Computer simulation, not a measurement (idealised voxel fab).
The process module that follows is named voxel released beams.
Displayed cross-section: cut, width of 210 nm, square cells sized 5 nm.
This document writes a cross-section as a grid whose cells are square, and gives it as bands, listed from the top down; one or more rows of cells form a band. Each band's line starts with the height of the band's top and of its bottom, in nm. Then come its materials from left to right, each with its width in nm. One material with "all across" fills the band from edge to edge. "air" is empty space. Below 0: as-received wafer, all one material; heights counted from there. Lowest band: no bottom, goes on down, written "from 0 down". Width: "30..40" (first number = top row, second number = bottom row, same change from row to row of cells). Step marked "identical to before"? Then no cell in the cross-section changed in it. Look at "Voids lacking openings" for the closed voids: empty spaces with no open path to the top, sized 8 cells or up. Each is width x height at distance, distance from the left edge, all nm. On each step's line, the part that comes after the settings is the simulator's own comment on the step. overlay nm: how far to the right of its planned place the mask lay on this masked step (negative: to the left).
The following list gives the planned process steps:
1. RECEIVE | material Si
2. CONFORMAL_DEP | material SiN | thk nm 10
3. DIRECTIONAL_DEP | material SiO2 | thk nm 10
4. PATTERN | tone open | mask id ANCHOR | material resist | width nm 45 | thk nm 20 | overlay nm -15
5. DIRECTIONAL_ETCH | etch materials SiO2 | depth nm 10
6. STRIP | etch materials resist
7. CONFORMAL_DEP | material W | thk nm 15
8. PATTERN | tone cover | mask id BEAM | material resist | width nm 115 | thk nm 15 | overlay nm 0
9. DIRECTIONAL_ETCH | etch materials W | depth nm 15
10. STRIP | etch materials resist
11. STRIP | etch materials SiO2
Be aware that, although all wafers share a common starting state, the overlay nm at step 4 differs among them, and the plan displays the first wafer's value.
Sectional view: first of several wafers, as received, after step 1:
* from 0 down = Si all across
* Voids lacking openings: none
End of the module, past its last step, step 11: how the first of several wafers looks in cross-section:
* from 35 to 25 = 45 air / 5 W / 15 air / 95 W / 50 air
* from 25 to 20 = 45 air / 115 W / 50 air
* from 20 to 10 = 35 air / 45 W / 130 air
* from 10 to 0 = SiN all across
* from 0 down = Si all across
* Voids lacking openings: none
Cross-sectional view, end of module, last wafer of several:
* from 35 to 25 = 45 air / 35 W / 15 air / 65 W / 50 air
* from 25 to 20 = 45 air / 115 W / 50 air
* from 20 to 10 = 65 air / 45 W / 100 air
* from 10 to 0 = SiN all across
* from 0 down = Si all across
* Voids lacking openings: none
So in this table every wafer gets its own row, and what you see is where it stands at the end of the module: for each material, how many cells it picked up (+) or gave up (-) since we received it, and after that its closed voids:
overlay nm -15 | +84 SiN | +81 W | Voids lacking openings: none
overlay nm -10 | +84 SiN | +81 W | Voids lacking openings: none
overlay nm -5 | +84 SiN | +81 W | Voids lacking openings: none
overlay nm 0 | +84 SiN | +81 W | Voids lacking openings: none
overlay nm 5 | +84 SiN | +81 W | Voids lacking openings: none
overlay nm 10 | +84 SiN | +81 W | Voids lacking openings: none
overlay nm 15 | +84 SiN | +81 W | Voids lacking openings: none
